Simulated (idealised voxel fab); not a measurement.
Process module, titled voxel released beams
Pictured: cross-section cut, 195 nm wide, on a grid of 5 nm square cells.
Notation: cross-section as square-cell grid; stated in bands, top first, going down; one or more cell rows per band. Within each band entry, the heights of the top and of the bottom of the band appear first, in that order and in nm; the materials of the band then follow from left to right, each with its corresponding width in nm. The designation "full width" on a single material indicates that it fills the band from edge to edge; the designation "air" indicates empty space. Zero point of the height axis is 0; under it, received wafer = one material. Lowest band: continues down indefinitely, "top 0, no bottom". Quick explanation for "30..40": the width changes in equal steps down the rows of cells, from the first number in the band's top row to the second number in its bottom row. Key: "everything unchanged" - step with no changed cell in the cross-section. Empty spaces counting at least 8 cells and having no open way to the top are listed in "Sealed voids". The notation width x height at distance is used for each, the distance being from the left edge and all three values in nm. On a step's line, text after the settings is the simulator commenting on that step. If you see "overlay nm" on a step's line and that step has a mask, it's telling you how far right of where it was planned the mask ended up; a negative number means it went left instead.

## Intended process steps
1. RECEIVE,material Si
2. CONFORMAL_DEP,material SiN,thk nm 5
3. DIRECTIONAL_DEP,material SiO2,thk nm 10
4. MASKED_ETCH,tone open,mask id ANCHOR,width nm 45,etch materials SiO2,depth nm 10,overlay nm 0
5. CONFORMAL_DEP,material TiN,thk nm 15
6. DIRECTIONAL_DEP,material aC,thk nm 10
7. PATTERN,tone cover,mask id BEAM,material resist,width nm 120,thk nm 30,overlay nm 0
8. DIRECTIONAL_ETCH,etch materials aC,depth nm 10
9. STRIP,etch materials resist
10. DIRECTIONAL_ETCH,etch materials TiN,depth nm 15
11. STRIP,etch materials aC
12. STRIP,etch materials SiO2

## On the first of the two wafers: run conducted according to plan

## Shown in cross-section is the wafer as received, that is, as it stands after step 1
	top 0, no bottom: Si full width
	Sealed voids: none

## Step 2 done - wafer cross-section
	top 5, bottom 0: SiN full width
	below 0: unchanged

## Step 3 done - wafer cross-section
	top 15, bottom 5: SiO2 full width
	below 5: unchanged

## Step 4 done - wafer cross-section
	top 15, bottom 5: SiO2 40 / air 45 / SiO2 110
	below 5: unchanged

## Step 5 done - wafer cross-section
	top 30, bottom 20: TiN 55 / air 15 / TiN 125
	top 20, bottom 15: TiN full width
	top 15, bottom 5: SiO2 40 / TiN 45 / SiO2 110
	below 5: unchanged

## Step 6 done - wafer cross-section
	top 40, bottom 30: aC 55 / air 15 / aC 125
	top 30, bottom 20: TiN 55 / aC 15 / TiN 125
	below 20: unchanged

## Step 7 done - wafer cross-section
	top 70, bottom 40: air 35 / resist 120 / air 40
	top 40, bottom 30: aC 55 / resist 15 / aC 125
	below 30: unchanged

## Step 8 done - wafer cross-section
	top 60, bottom 40: air 35 / resist 120 / air 40
	top 40, bottom 30: air 35 / aC 20 / resist 15 / aC 85 / air 40
	below 30: unchanged

## Step 9 done - wafer cross-section
	top 40, bottom 30: air 35 / aC 20 / air 15 / aC 85 / air 40
	below 30: unchanged

## Step 10 done - wafer cross-section
	top 40, bottom 30: air 35 / aC 20 / air 15 / aC 85 / air 40
	top 30, bottom 20: air 35 / TiN 20 / aC 15 / TiN 85 / air 40
	top 20, bottom 15: air 35 / TiN 120 / air 40
	below 15: unchanged

## Step 11 done - wafer cross-section
	top 30, bottom 20: air 35 / TiN 20 / air 15 / TiN 85 / air 40
	below 20: unchanged

## Step 12 done - wafer cross-section
	top 30, bottom 20: air 35 / TiN 20 / air 15 / TiN 85 / air 40
	top 20, bottom 15: air 35 / TiN 120 / air 40
	top 15, bottom 5: air 40 / TiN 45 / air 110
	below 5: unchanged

## The second wafer was prepared from the same starting point and under the same plan as the first; its processing contained one mistake, and it remains indistinguishable from the first wafer up to and including step 5

## Second wafer cross-section, taken as of the time the plan sets for step 6 to be done
	top 40, bottom 30: SiN 55 / air 15 / SiN 125
	top 30, bottom 20: TiN 55 / SiN 15 / TiN 125
	below 20: unchanged

## Second wafer cross-section, taken as of the time the plan sets for step 7 to be done
	top 70, bottom 40: air 35 / resist 120 / air 40
	top 40, bottom 30: SiN 55 / resist 15 / SiN 125
	below 30: unchanged

## Second wafer cross-section, taken as of the time the plan sets for step 8 to be done
	top 60, bottom 40: air 35 / resist 120 / air 40
	below 40: unchanged

## Second wafer cross-section, taken as of the time the plan sets for step 9 to be done
	top 40, bottom 30: SiN 55 / air 15 / SiN 125
	below 30: unchanged

Second wafer cross-section, taken as of the time the plan sets for step 10 to be done: everything unchanged

Second wafer cross-section, taken as of the time the plan sets for step 11 to be done: everything unchanged

Second wafer cross-section, taken as of the time the plan sets for step 12 to be done: everything unchanged
Processing error: step 6 ran as: DIRECTIONAL_DEP,material SiN,thk nm 10
Count the cells at the end and the second wafer has more or fewer of some materials than the first: 78 more of SiN, 60 more of SiO2, 45 more of TiN
